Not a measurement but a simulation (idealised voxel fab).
The following is a process module called voxel self aligned vias.
FYI the section here is cut, 260 nm wide, cells are 5 nm squares.
Format of a cross-section: grid, square cells. Given as bands. Order: top down. Band: one or more rows of cells. It is stipulated that each band's entry specify, in nanometres, the height of the top of the band and then that of its bottom, followed by the materials of the band in left-to-right sequence, each together with its width in nanometres. A single material marked by the word "throughout" is understood to fill the band from edge to edge; the word "empty" is understood to denote empty space. Heights from 0 (as-received wafer is one material below). Bottom band endless downward, as "top 0, no bottom". The two numbers in a width such as "30..40" mark its ends across the band: the first belongs to the top row of cells, the second to the bottom row, and from each row to the next the width moves by the same amount. What does "no alterations made" mean for a step? It means no cell of the cross-section changed in that step. Each empty space that has no open way to the top and spans at least 8 cells appears under "Voids, sealed" as width x height at distance, the distance counted from the left edge, all in nm. Heads up: the bit after the settings on a step's line is the simulator's remark on that step. overlay nm: for a step with a mask, the amount by which the mask lay right of where it was planned; a negative amount means left of it.

[Steps planned for the process]
- 1: op RECEIVE | material Si
- 2: op CONFORMAL_DEP | material SiO2 | thk nm 15
- 3: op CONFORMAL_DEP | material SiCN | thk nm 5
- 4: op DIRECTIONAL_DEP | material lowk | thk nm 25
- 5: op DIRECTIONAL_DEP | material aC | thk nm 10
- 6: op PATTERN | tone open | mask id LINES | material resist | width nm 30 | pitch nm 65 | thk nm 25 | overlay nm 0
- 7: op DIRECTIONAL_ETCH | etch materials aC | depth nm 10
- 8: op STRIP | etch materials resist
- 9: op DIRECTIONAL_ETCH | etch materials lowk | depth nm 25
- 10: op STRIP | etch materials aC
- 11: op CONFORMAL_DEP | material TiN | thk nm 5
- 12: op FILL_DEP | material W | thk nm 5
- 13: op CMP | height nm 45
- 14: op SELECTIVE_ETCH | etch materials W Ru TiN | depth nm 10
- 15: op FILL_DEP | material SiN | thk nm 10
- 16: op CMP | height nm 45
- 17: op DIRECTIONAL_DEP | material lowk | thk nm 15
- 18: op PATTERN | tone open | mask id VIAS | material resist | width nm 50 | pitch nm 65 | thk nm 15 | overlay nm 0
- 19: op DIRECTIONAL_ETCH | etch materials lowk | depth nm 15
- 20: op DIRECTIONAL_ETCH | etch materials SiN | depth nm 10
- 21: op STRIP | etch materials resist
- 22: op CONFORMAL_DEP | material TiN | thk nm 5
- 23: op FILL_DEP | material Ru | thk nm 10
- 24: op CMP | height nm 60
- 25: op CONFORMAL_DEP | material SiCN | thk nm 5

[Incoming wafer, cross-sectional view, post step 1]
* top 0, no bottom | Si throughout
* Voids, sealed: none

[Wafer cross-section at end of module: start and plan as shown above, one execution error]
* top 65, bottom 60 | SiCN throughout
* top 60, bottom 50 | 70 of lowk | 5 of TiN | 40 of Ru | 5 of TiN | 15 of lowk | 5 of TiN | 40 of Ru | 5 of TiN | 75 of lowk
* top 50, bottom 40 | 70..75 of lowk | 10..5 of TiN | 30 of Ru | 10..5 of TiN | 15..25 of lowk | 10..5 of TiN | 30 of Ru | 10..5 of TiN | 75..80 of lowk
* top 40, bottom 35 | 75 of lowk | 40 of TiN | 25 of lowk | 40 of TiN | 80 of lowk
* top 35, bottom 25 | 75 of lowk | 5 of TiN | 30 of W | 5 of TiN | 25 of lowk | 5 of TiN | 30 of W | 5 of TiN | 80 of lowk
* top 25, bottom 20 | 75 of lowk | 40 of TiN | 25 of lowk | 40 of TiN | 80 of lowk
* top 20, bottom 15 | SiCN throughout
* top 15, bottom 0 | SiO2 throughout
* top 0, no bottom | Si throughout
* Voids, sealed: none
what went wrong: heads up, step 6 didn't go per plan, it actually ran as op PATTERN | tone open | mask id LINES | material resist | width nm 40 | pitch nm 65 | thk nm 25 | overlay nm 0
